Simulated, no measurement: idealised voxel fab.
process module | voxel plated lines
cross-section cut | 180 nm wide | cells 5 nm
A cross-section is a grid of square cells, given in bands from the top down. A band is one or more rows of cells.
Each band's line starts with the height of the band's top and of its bottom, in nm. Then come its materials from left to right, each with its width in nm. One material with "throughout" fills the band from edge to edge. "air" is empty space.
Height 0 is the level under which the wafer as received is all one material. The lowest band goes on downwards, as in "0 down".
A width such as "30 to 40" changes by the same amount from each row of cells to the next, from the band's top row to its bottom row.
"no change" after a step means that no cell of the cross-section changed.
closed voids: empty space of 8 cells or more with no open way to the top, each as width x height at its distance from the left edge, in nm
after a step's settings: what the simulator itself notes on the step
overlay nm, on a step with a mask: how far to the right of its planned place the mask lay; to the left if negative
plan
1 op RECEIVE | material Si
2 op CONFORMAL_DEP | material Al2O3 | thk nm 5
3 op DIRECTIONAL_DEP | material TiN | thk nm 5
4 op PATTERN | tone open | mask id LINES | material resist | width nm 15 | pitch nm 35 | thk nm 40 | overlay nm 0
5 op EPI | material Ru | thk nm 10
6 op EPI | material Ru | thk nm 5
7 op EPI | material Ru | thk nm 5
8 op STRIP | etch materials resist
9 op DIRECTIONAL_ETCH | etch materials TiN | depth nm 5
10 op CONFORMAL_DEP | material SiCN | thk nm 10
as received, after step 1
  0 down: Si throughout
  closed voids: none
first wafer at the end, as planned
  40 to 30: air 55 | SiCN 70 | air 55
  30 to 15: air 55 | SiCN 10 | Ru 15 | SiCN 20 | Ru 15 | SiCN 10 | air 55
  15 to 10: SiCN 65 | Ru 15 | SiCN 20 | Ru 15 | SiCN 65
  10 to 5: SiCN 65 | TiN 15 | SiCN 20 | TiN 15 | SiCN 65
  5 to 0: Al2O3 throughout
  0 down: Si throughout
  closed voids: none
second wafer at the end: like start, like plan, one mistake
  40 to 30: air 55 | SiCN 75 | air 50
  30 to 15: air 55 | SiCN 10 | Ru 20 | SiCN 15 | Ru 20 | SiCN 10 | air 50
  15 to 10: SiCN 65 | Ru 20 | SiCN 15 | Ru 20 | SiCN 60
  10 to 5: SiCN 65 | TiN 20 | SiCN 15 | TiN 20 | SiCN 60
  5 to 0: Al2O3 throughout
  0 down: Si throughout
  closed voids: none
what went wrong: step 4 ran as: op PATTERN | tone open | mask id LINES | material resist | width nm 20 | pitch nm 35 | thk nm 40 | overlay nm 0
at the end the second wafer has, in cells: 8 more of Ru | 5 fewer of SiCN | 2 more of TiN
